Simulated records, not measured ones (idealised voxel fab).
process module | voxel released beams
cross-section cut | 140 nm wide | cells 5 nm
A cross-section is a grid of square cells, given in bands from the top down. A band is one or more rows of cells.
Each band's line starts with the height of the band's top and of its bottom, in nm. Then come its materials from left to right, each with its width in nm. One material with "throughout" fills the band from edge to edge. "air" is empty space.
Height 0 is the level under which the wafer as received is all one material. The lowest band goes on downwards, as in "0 down".
A width such as "30 to 40" changes by the same amount from each row of cells to the next, from the band's top row to its bottom row.
"no change" after a step means that no cell of the cross-section changed.
closed voids: empty space of 8 cells or more with no open way to the top, each as width x height at its distance from the left edge, in nm
after a step's settings: what the simulator itself notes on the step
overlay nm, on a step with a mask: how far to the right of its planned place the mask lay; to the left if negative
plan
1 op RECEIVE | material Si
2 op CONFORMAL_DEP | material Al2O3 | thk nm 10
3 op DIRECTIONAL_DEP | material SiO2 | thk nm 20
4 op DIRECTIONAL_DEP | material aC | thk nm 10
5 op PATTERN | tone open | mask id ANCHOR | material resist | width nm 35 | thk nm 25 | overlay nm 0
6 op DIRECTIONAL_ETCH | etch materials aC | depth nm 10
7 op STRIP | etch materials resist
8 op DIRECTIONAL_ETCH | etch materials SiO2 | depth nm 20
9 op STRIP | etch materials aC
10 op CONFORMAL_DEP | material W | thk nm 15
11 op MASKED_ETCH | tone cover | mask id BEAM | width nm 105 | etch materials W | depth nm 15 | overlay nm 0
12 op STRIP | etch materials SiO2
as received, after step 1
  0 down: Si throughout
  closed voids: none
a wafer at the end: this start, this plan, one mistake
  30 to 10: air 20 | W 15 | air 5 | W 15 | air 85
  10 to 0: Al2O3 throughout
  0 down: Si throughout
  closed voids: none
what went wrong: step 11 ran as: op MASKED_ETCH | tone open | mask id BEAM | width nm 105 | etch materials W | depth nm 15 | overlay nm 0
